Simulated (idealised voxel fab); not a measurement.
You're looking at the process module voxel wiring stack.
For reference, the cross-section in this document is cut, with width 275 nm and square cells of 5 nm.
Cross-section = grid of square cells, listed top down in bands; band = one or more rows. First you get the band's top height and its bottom height, in nm, and then the materials it's made of, left to right, with each width in nm. If you see a single material with "throughout", that one covers the band edge to edge. "empty" is empty space. Heights are reckoned from 0. Under this level, the received wafer is all of one material. The bottommost band is open-ended downward, for example "0..down". A two-number width, for instance "30->40", indicates that the width is equal to the first number in the top row of the band and to the second number in the bottom row, and that it changes by a constant amount per row of cells. "no change" for a step: no cell of the cross-section changed in that step. For the entry "Enclosed void listing", the listed items are empty spaces with no open way to the top whose size is 8 cells or more; each item follows the pattern width x height at distance, where distance is from the left edge and all three are in nm. Past the settings on a step's line: simulator remark, on that step. The setting "overlay nm" may be written on the line of a step. When the step uses a mask, the value reports how far to the right of the planned place the mask lay, and a negative value reports that it lay to the left.

Plan:
1: RECEIVE: material Si
2: CONFORMAL_DEP: material SiO2, thk nm 15
3: CONFORMAL_DEP: material SiCN, thk nm 5
4: DIRECTIONAL_DEP: material lowk, thk nm 20
5: MASKED_ETCH: tone open, mask id METAL_1, width nm 30, pitch nm 55, etch materials lowk, depth nm 20, overlay nm 0
6: MASKED_ETCH: tone open, mask id METAL_1, width nm 30, pitch nm 55, etch materials SiCN, depth nm 5, overlay nm 0
7: CONFORMAL_DEP: material TiN, thk nm 5
8: FILL_DEP: material Ru, thk nm 5
9: CMP: height nm 40
10: CONFORMAL_DEP: material SiCN, thk nm 5
11: DIRECTIONAL_DEP: material lowk, thk nm 25
12: DIRECTIONAL_DEP: material aC, thk nm 10
13: PATTERN: tone open, mask id METAL_2, material resist, width nm 30, pitch nm 55, thk nm 25, overlay nm 0
14: DIRECTIONAL_ETCH: etch materials aC, depth nm 10
15: STRIP: etch materials resist
16: DIRECTIONAL_ETCH: etch materials lowk, depth nm 15
17: STRIP: etch materials aC
18: DIRECTIONAL_DEP: material aC, thk nm 15
19: PATTERN: tone open, mask id METAL_2_HOLES, material resist, width nm 15, pitch nm 55, thk nm 30, overlay nm 0
20: DIRECTIONAL_ETCH: etch materials aC, depth nm 15
21: STRIP: etch materials resist
22: DIRECTIONAL_ETCH: etch materials lowk, depth nm 10
23: DIRECTIONAL_ETCH: etch materials SiCN, depth nm 5
24: STRIP: etch materials aC
25: CONFORMAL_DEP: material TiN, thk nm 5
26: FILL_DEP: material Cu, thk nm 10
27: CMP: height nm 70
28: CONFORMAL_DEP: material SiCN, thk nm 5

What follows covers the first of two wafers; it ran as planned:

Received-state cross-section, reflecting completion of step 1:
	0..down | Si throughout
	Enclosed void listing: none

Cross-section of the wafer subsequent to step 2:
	15..0 | SiO2 throughout
	Below a height of 0, the structure has not been altered.

Cross-section of the wafer subsequent to step 3:
	20..15 | SiCN throughout
	Below a height of 15, the structure has not been altered.

Cross-section of the wafer subsequent to step 4:
	40..20 | lowk throughout
	Below a height of 20, the structure has not been altered.

Cross-section of the wafer subsequent to step 5:
	40..20 | lowk (40) / empty (30) / lowk (25) / empty (30) / lowk (25) / empty (30) / lowk (25) / empty (30) / lowk (40)
	Below a height of 20, the structure has not been altered.

Cross-section of the wafer subsequent to step 6:
	40..20 | lowk (40) / empty (30) / lowk (25) / empty (30) / lowk (25) / empty (30) / lowk (25) / empty (30) / lowk (40)
	20..15 | SiCN (40) / empty (30) / SiCN (25) / empty (30) / SiCN (25) / empty (30) / SiCN (25) / empty (30) / SiCN (40)
	Below a height of 15, the structure has not been altered.

Cross-section of the wafer subsequent to step 7:
	45..40 | TiN (45) / empty (20) / TiN (35) / empty (20) / TiN (35) / empty (20) / TiN (35) / empty (20) / TiN (45)
	40..20 | lowk (40) / TiN (5) / empty (20) / TiN (5) / lowk (25) / TiN (5) / empty (20) / TiN (5) / lowk (25) / TiN (5) / empty (20) / TiN (5) / lowk (25) / TiN (5) / empty (20) / TiN (5) / lowk (40)
	20..15 | SiCN (40) / TiN (30) / SiCN (25) / TiN (30) / SiCN (25) / TiN (30) / SiCN (25) / TiN (30) / SiCN (40)
	Below a height of 15, the structure has not been altered.

Cross-section of the wafer subsequent to step 8:
	50..45 | Ru throughout
	45..40 | TiN (45) / Ru (20) / TiN (35) / Ru (20) / TiN (35) / Ru (20) / TiN (35) / Ru (20) / TiN (45)
	40..20 | lowk (40) / TiN (5) / Ru (20) / TiN (5) / lowk (25) / TiN (5) / Ru (20) / TiN (5) / lowk (25) / TiN (5) / Ru (20) / TiN (5) / lowk (25) / TiN (5) / Ru (20) / TiN (5) / lowk (40)
	Below a height of 20, the structure has not been altered.

Cross-section of the wafer subsequent to step 9:
	40..20 | lowk (40) / TiN (5) / Ru (20) / TiN (5) / lowk (25) / TiN (5) / Ru (20) / TiN (5) / lowk (25) / TiN (5) / Ru (20) / TiN (5) / lowk (25) / TiN (5) / Ru (20) / TiN (5) / lowk (40)
	Below a height of 20, the structure has not been altered.

Cross-section of the wafer subsequent to step 10:
	45..40 | SiCN throughout
	Below a height of 40, the structure has not been altered.

Cross-section of the wafer subsequent to step 11:
	70..45 | lowk throughout
	Below a height of 45, the structure has not been altered.

Cross-section of the wafer subsequent to step 12:
	80..70 | aC throughout
	Below a height of 70, the structure has not been altered.

Cross-section of the wafer subsequent to step 13:
	105..80 | resist (40) / empty (30) / resist (25) / empty (30) / resist (25) / empty (30) / resist (25) / empty (30) / resist (40)
	Below a height of 80, the structure has not been altered.

Cross-section of the wafer subsequent to step 14:
	95..80 | resist (40) / empty (30) / resist (25) / empty (30) / resist (25) / empty (30) / resist (25) / empty (30) / resist (40)
	80..70 | aC (40) / empty (30) / aC (25) / empty (30) / aC (25) / empty (30) / aC (25) / empty (30) / aC (40)
	Below a height of 70, the structure has not been altered.

Cross-section of the wafer subsequent to step 15:
	80..70 | aC (40) / empty (30) / aC (25) / empty (30) / aC (25) / empty (30) / aC (25) / empty (30) / aC (40)
	Below a height of 70, the structure has not been altered.

Cross-section of the wafer subsequent to step 16:
	80..70 | aC (40) / empty (30) / aC (25) / empty (30) / aC (25) / empty (30) / aC (25) / empty (30) / aC (40)
	70..55 | lowk (40) / empty (30) / lowk (25) / empty (30) / lowk (25) / empty (30) / lowk (25) / empty (30) / lowk (40)
	Below a height of 55, the structure has not been altered.

Cross-section of the wafer subsequent to step 17:
	70..55 | lowk (40) / empty (30) / lowk (25) / empty (30) / lowk (25) / empty (30) / lowk (25) / empty (30) / lowk (40)
	Below a height of 55, the structure has not been altered.

Cross-section of the wafer subsequent to step 18:
	85..70 | aC (40) / empty (30) / aC (25) / empty (30) / aC (25) / empty (30) / aC (25) / empty (30) / aC (40)
	70..55 | lowk (40) / aC (30) / lowk (25) / aC (30) / lowk (25) / aC (30) / lowk (25) / aC (30) / lowk (40)
	Below a height of 55, the structure has not been altered.

Cross-section of the wafer subsequent to step 19:
	115..85 | resist (40) / empty (15) / resist (40) / empty (15) / resist (40) / empty (15) / resist (40) / empty (15) / resist (55)
	85..70 | aC (40) / empty (15) / resist (15) / aC (25) / empty (15) / resist (15) / aC (25) / empty (15) / resist (15) / aC (25) / empty (15) / resist (15) / aC (40)
	Below a height of 70, the structure has not been altered.

Cross-section of the wafer subsequent to step 20:
	100..85 | resist (40) / empty (15) / resist (40) / empty (15) / resist (40) / empty (15) / resist (40) / empty (15) / resist (55)
	85..70 | aC (40) / empty (15) / resist (15) / aC (25) / empty (15) / resist (15) / aC (25) / empty (15) / resist (15) / aC (25) / empty (15) / resist (15) / aC (40)
	70..55 | lowk (40) / empty (15) / aC (15) / lowk (25) / empty (15) / aC (15) / lowk (25) / empty (15) / aC (15) / lowk (25) / empty (15) / aC (15) / lowk (40)
	Below a height of 55, the structure has not been altered.

Cross-section of the wafer subsequent to step 21:
	85..70 | aC (40) / empty (30) / aC (25) / empty (30) / aC (25) / empty (30) / aC (25) / empty (30) / aC (40)
	Below a height of 70, the structure has not been altered.

Cross-section of the wafer subsequent to step 22:
	85..70 | aC (40) / empty (30) / aC (25) / empty (30) / aC (25) / empty (30) / aC (25) / empty (30) / aC (40)
	70..55 | lowk (40) / empty (15) / aC (15) / lowk (25) / empty (15) / aC (15) / lowk (25) / empty (15) / aC (15) / lowk (25) / empty (15) / aC (15) / lowk (40)
	55..45 | lowk (40) / empty (15) / lowk (40) / empty (15) / lowk (40) / empty (15) / lowk (40) / empty (15) / lowk (55)
	Below a height of 45, the structure has not been altered.

Cross-section of the wafer subsequent to step 23:
	85..70 | aC (40) / empty (30) / aC (25) / empty (30) / aC (25) / empty (30) / aC (25) / empty (30) / aC (40)
	70..55 | lowk (40) / empty (15) / aC (15) / lowk (25) / empty (15) / aC (15) / lowk (25) / empty (15) / aC (15) / lowk (25) / empty (15) / aC (15) / lowk (40)
	55..45 | lowk (40) / empty (15) / lowk (40) / empty (15) / lowk (40) / empty (15) / lowk (40) / empty (15) / lowk (55)
	45..40 | SiCN (40) / empty (15) / SiCN (40) / empty (15) / SiCN (40) / empty (15) / SiCN (40) / empty (15) / SiCN (55)
	Below a height of 40, the structure has not been altered.

Cross-section of the wafer subsequent to step 24:
	70..55 | lowk (40) / empty (30) / lowk (25) / empty (30) / lowk (25) / empty (30) / lowk (25) / empty (30) / lowk (40)
	Below a height of 55, the structure has not been altered.

Cross-section of the wafer subsequent to step 25:
	75..70 | TiN (45) / empty (20) / TiN (35) / empty (20) / TiN (35) / empty (20) / TiN (35) / empty (20) / TiN (45)
	70..60 | lowk (40) / TiN (5) / empty (20) / TiN (5) / lowk (25) / TiN (5) / empty (20) / TiN (5) / lowk (25) / TiN (5) / empty (20) / TiN (5) / lowk (25) / TiN (5) / empty (20) / TiN (5) / lowk (40)
	60..55 | lowk (40) / TiN (5) / empty (5) / TiN (20) / lowk (25) / TiN (5) / empty (5) / TiN (20) / lowk (25) / TiN (5) / empty (5) / TiN (20) / lowk (25) / TiN (5) / empty (5) / TiN (20) / lowk (40)
	55..45 | lowk (40) / TiN (5) / empty (5) / TiN (5) / lowk (40) / TiN (5) / empty (5) / TiN (5) / lowk (40) / TiN (5) / empty (5) / TiN (5) / lowk (40) / TiN (5) / empty (5) / TiN (5) / lowk (55)
	45..40 | SiCN (40) / TiN (15) / SiCN (40) / TiN (15) / SiCN (40) / TiN (15) / SiCN (40) / TiN (15) / SiCN (55)
	Below a height of 40, the structure has not been altered.

Cross-section of the wafer subsequent to step 26:
	85..75 | Cu throughout
	75..70 | TiN (45) / Cu (20) / TiN (35) / Cu (20) / TiN (35) / Cu (20) / TiN (35) / Cu (20) / TiN (45)
	70..60 | lowk (40) / TiN (5) / Cu (20) / TiN (5) / lowk (25) / TiN (5) / Cu (20) / TiN (5) / lowk (25) / TiN (5) / Cu (20) / TiN (5) / lowk (25) / TiN (5) / Cu (20) / TiN (5) / lowk (40)
	60..55 | lowk (40) / TiN (5) / Cu (5) / TiN (20) / lowk (25) / TiN (5) / Cu (5) / TiN (20) / lowk (25) / TiN (5) / Cu (5) / TiN (20) / lowk (25) / TiN (5) / Cu (5) / TiN (20) / lowk (40)
	55..45 | lowk (40) / TiN (5) / Cu (5) / TiN (5) / lowk (40) / TiN (5) / Cu (5) / TiN (5) / lowk (40) / TiN (5) / Cu (5) / TiN (5) / lowk (40) / TiN (5) / Cu (5) / TiN (5) / lowk (55)
	Below a height of 45, the structure has not been altered.

Cross-section of the wafer subsequent to step 27:
	70..60 | lowk (40) / TiN (5) / Cu (20) / TiN (5) / lowk (25) / TiN (5) / Cu (20) / TiN (5) / lowk (25) / TiN (5) / Cu (20) / TiN (5) / lowk (25) / TiN (5) / Cu (20) / TiN (5) / lowk (40)
	Below a height of 60, the structure has not been altered.

Cross-section of the wafer subsequent to step 28:
	75..70 | SiCN throughout
	Below a height of 70, the structure has not been altered.

For the second wafer, take the first wafer's start and plan, then add one mistake made in running it; everything through step 1, that step included, is shared with the first:

At the planned end of step 2, the second wafer in cross-section:
	30..0 | SiO2 throughout
	Below a height of 0, the structure has not been altered.

At the planned end of step 3, the second wafer in cross-section:
	35..30 | SiCN throughout
	Below a height of 30, the structure has not been altered.

At the planned end of step 4, the second wafer in cross-section:
	55..35 | lowk throughout
	Below a height of 35, the structure has not been altered.

At the planned end of step 5, the second wafer in cross-section:
	55..35 | lowk (40) / empty (30) / lowk (25) / empty (30) / lowk (25) / empty (30) / lowk (25) / empty (30) / lowk (40)
	Below a height of 35, the structure has not been altered.

At the planned end of step 6, the second wafer in cross-section:
	55..35 | lowk (40) / empty (30) / lowk (25) / empty (30) / lowk (25) / empty (30) / lowk (25) / empty (30) / lowk (40)
	35..30 | SiCN (40) / empty (30) / SiCN (25) / empty (30) / SiCN (25) / empty (30) / SiCN (25) / empty (30) / SiCN (40)
	Below a height of 30, the structure has not been altered.

At the planned end of step 7, the second wafer in cross-section:
	60..55 | TiN (45) / empty (20) / TiN (35) / empty (20) / TiN (35) / empty (20) / TiN (35) / empty (20) / TiN (45)
	55..35 | lowk (40) / TiN (5) / empty (20) / TiN (5) / lowk (25) / TiN (5) / empty (20) / TiN (5) / lowk (25) / TiN (5) / empty (20) / TiN (5) / lowk (25) / TiN (5) / empty (20) / TiN (5) / lowk (40)
	35..30 | SiCN (40) / TiN (30) / SiCN (25) / TiN (30) / SiCN (25) / TiN (30) / SiCN (25) / TiN (30) / SiCN (40)
	Below a height of 30, the structure has not been altered.

At the planned end of step 8, the second wafer in cross-section:
	65..60 | Ru throughout
	60..55 | TiN (45) / Ru (20) / TiN (35) / Ru (20) / TiN (35) / Ru (20) / TiN (35) / Ru (20) / TiN (45)
	55..35 | lowk (40) / TiN (5) / Ru (20) / TiN (5) / lowk (25) / TiN (5) / Ru (20) / TiN (5) / lowk (25) / TiN (5) / Ru (20) / TiN (5) / lowk (25) / TiN (5) / Ru (20) / TiN (5) / lowk (40)
	Below a height of 35, the structure has not been altered.

At the planned end of step 9, the second wafer in cross-section:
	40..35 | lowk (40) / TiN (5) / Ru (20) / TiN (5) / lowk (25) / TiN (5) / Ru (20) / TiN (5) / lowk (25) / TiN (5) / Ru (20) / TiN (5) / lowk (25) / TiN (5) / Ru (20) / TiN (5) / lowk (40)
	Below a height of 35, the structure has not been altered.

At the planned end of step 10, the second wafer in cross-section:
	45..40 | SiCN throughout
	Below a height of 40, the structure has not been altered.

At the planned end of step 11, the second wafer in cross-section:
	70..45 | lowk throughout
	Below a height of 45, the structure has not been altered.

At the planned end of step 12, the second wafer in cross-section:
	80..70 | aC throughout
	Below a height of 70, the structure has not been altered.

At the planned end of step 13, the second wafer in cross-section:
	105..80 | resist (40) / empty (30) / resist (25) / empty (30) / resist (25) / empty (30) / resist (25) / empty (30) / resist (40)
	Below a height of 80, the structure has not been altered.

At the planned end of step 14, the second wafer in cross-section:
	95..80 | resist (40) / empty (30) / resist (25) / empty (30) / resist (25) / empty (30) / resist (25) / empty (30) / resist (40)
	80..70 | aC (40) / empty (30) / aC (25) / empty (30) / aC (25) / empty (30) / aC (25) / empty (30) / aC (40)
	Below a height of 70, the structure has not been altered.

At the planned end of step 15, the second wafer in cross-section:
	80..70 | aC (40) / empty (30) / aC (25) / empty (30) / aC (25) / empty (30) / aC (25) / empty (30) / aC (40)
	Below a height of 70, the structure has not been altered.

At the planned end of step 16, the second wafer in cross-section:
	80..70 | aC (40) / empty (30) / aC (25) / empty (30) / aC (25) / empty (30) / aC (25) / empty (30) / aC (40)
	70..55 | lowk (40) / empty (30) / lowk (25) / empty (30) / lowk (25) / empty (30) / lowk (25) / empty (30) / lowk (40)
	Below a height of 55, the structure has not been altered.

At the planned end of step 17, the second wafer in cross-section:
	70..55 | lowk (40) / empty (30) / lowk (25) / empty (30) / lowk (25) / empty (30) / lowk (25) / empty (30) / lowk (40)
	Below a height of 55, the structure has not been altered.

At the planned end of step 18, the second wafer in cross-section:
	85..70 | aC (40) / empty (30) / aC (25) / empty (30) / aC (25) / empty (30) / aC (25) / empty (30) / aC (40)
	70..55 | lowk (40) / aC (30) / lowk (25) / aC (30) / lowk (25) / aC (30) / lowk (25) / aC (30) / lowk (40)
	Below a height of 55, the structure has not been altered.

At the planned end of step 19, the second wafer in cross-section:
	115..85 | resist (40) / empty (15) / resist (40) / empty (15) / resist (40) / empty (15) / resist (40) / empty (15) / resist (55)
	85..70 | aC (40) / empty (15) / resist (15) / aC (25) / empty (15) / resist (15) / aC (25) / empty (15) / resist (15) / aC (25) / empty (15) / resist (15) / aC (40)
	Below a height of 70, the structure has not been altered.

At the planned end of step 20, the second wafer in cross-section:
	100..85 | resist (40) / empty (15) / resist (40) / empty (15) / resist (40) / empty (15) / resist (40) / empty (15) / resist (55)
	85..70 | aC (40) / empty (15) / resist (15) / aC (25) / empty (15) / resist (15) / aC (25) / empty (15) / resist (15) / aC (25) / empty (15) / resist (15) / aC (40)
	70..55 | lowk (40) / empty (15) / aC (15) / lowk (25) / empty (15) / aC (15) / lowk (25) / empty (15) / aC (15) / lowk (25) / empty (15) / aC (15) / lowk (40)
	Below a height of 55, the structure has not been altered.

At the planned end of step 21, the second wafer in cross-section:
	85..70 | aC (40) / empty (30) / aC (25) / empty (30) / aC (25) / empty (30) / aC (25) / empty (30) / aC (40)
	Below a height of 70, the structure has not been altered.

At the planned end of step 22, the second wafer in cross-section:
	85..70 | aC (40) / empty (30) / aC (25) / empty (30) / aC (25) / empty (30) / aC (25) / empty (30) / aC (40)
	70..55 | lowk (40) / empty (15) / aC (15) / lowk (25) / empty (15) / aC (15) / lowk (25) / empty (15) / aC (15) / lowk (25) / empty (15) / aC (15) / lowk (40)
	55..45 | lowk (40) / empty (15) / lowk (40) / empty (15) / lowk (40) / empty (15) / lowk (40) / empty (15) / lowk (55)
	Below a height of 45, the structure has not been altered.

At the planned end of step 23, the second wafer in cross-section:
	85..70 | aC (40) / empty (30) / aC (25) / empty (30) / aC (25) / empty (30) / aC (25) / empty (30) / aC (40)
	70..55 | lowk (40) / empty (15) / aC (15) / lowk (25) / empty (15) / aC (15) / lowk (25) / empty (15) / aC (15) / lowk (25) / empty (15) / aC (15) / lowk (40)
	55..45 | lowk (40) / empty (15) / lowk (40) / empty (15) / lowk (40) / empty (15) / lowk (40) / empty (15) / lowk (55)
	45..40 | SiCN (40) / empty (15) / SiCN (40) / empty (15) / SiCN (40) / empty (15) / SiCN (40) / empty (15) / SiCN (55)
	Below a height of 40, the structure has not been altered.

At the planned end of step 24, the second wafer in cross-section:
	70..55 | lowk (40) / empty (30) / lowk (25) / empty (30) / lowk (25) / empty (30) / lowk (25) / empty (30) / lowk (40)
	Below a height of 55, the structure has not been altered.

At the planned end of step 25, the second wafer in cross-section:
	75..70 | TiN (45) / empty (20) / TiN (35) / empty (20) / TiN (35) / empty (20) / TiN (35) / empty (20) / TiN (45)
	70..60 | lowk (40) / TiN (5) / empty (20) / TiN (5) / lowk (25) / TiN (5) / empty (20) / TiN (5) / lowk (25) / TiN (5) / empty (20) / TiN (5) / lowk (25) / TiN (5) / empty (20) / TiN (5) / lowk (40)
	60..55 | lowk (40) / TiN (5) / empty (5) / TiN (20) / lowk (25) / TiN (5) / empty (5) / TiN (20) / lowk (25) / TiN (5) / empty (5) / TiN (20) / lowk (25) / TiN (5) / empty (5) / TiN (20) / lowk (40)
	55..45 | lowk (40) / TiN (5) / empty (5) / TiN (5) / lowk (40) / TiN (5) / empty (5) / TiN (5) / lowk (40) / TiN (5) / empty (5) / TiN (5) / lowk (40) / TiN (5) / empty (5) / TiN (5) / lowk (55)
	45..40 | SiCN (40) / TiN (15) / SiCN (40) / TiN (15) / SiCN (40) / TiN (15) / SiCN (40) / TiN (15) / SiCN (55)
	Below a height of 40, the structure has not been altered.

At the planned end of step 26, the second wafer in cross-section:
	85..75 | Cu throughout
	75..70 | TiN (45) / Cu (20) / TiN (35) / Cu (20) / TiN (35) / Cu (20) / TiN (35) / Cu (20) / TiN (45)
	70..60 | lowk (40) / TiN (5) / Cu (20) / TiN (5) / lowk (25) / TiN (5) / Cu (20) / TiN (5) / lowk (25) / TiN (5) / Cu (20) / TiN (5) / lowk (25) / TiN (5) / Cu (20) / TiN (5) / lowk (40)
	60..55 | lowk (40) / TiN (5) / Cu (5) / TiN (20) / lowk (25) / TiN (5) / Cu (5) / TiN (20) / lowk (25) / TiN (5) / Cu (5) / TiN (20) / lowk (25) / TiN (5) / Cu (5) / TiN (20) / lowk (40)
	55..45 | lowk (40) / TiN (5) / Cu (5) / TiN (5) / lowk (40) / TiN (5) / Cu (5) / TiN (5) / lowk (40) / TiN (5) / Cu (5) / TiN (5) / lowk (40) / TiN (5) / Cu (5) / TiN (5) / lowk (55)
	Below a height of 45, the structure has not been altered.

At the planned end of step 27, the second wafer in cross-section:
	70..60 | lowk (40) / TiN (5) / Cu (20) / TiN (5) / lowk (25) / TiN (5) / Cu (20) / TiN (5) / lowk (25) / TiN (5) / Cu (20) / TiN (5) / lowk (25) / TiN (5) / Cu (20) / TiN (5) / lowk (40)
	Below a height of 60, the structure has not been altered.

At the planned end of step 28, the second wafer in cross-section:
	75..70 | SiCN throughout
	Below a height of 70, the structure has not been altered.
What was done differently from what was planned? step 2 of the plan was performed twice
The final cell counts differ between the wafers, with the second having more or fewer of some materials than the first: Ru: 48 fewer; SiO2: 165 more; TiN: 24 fewer; lowk: 93 fewer
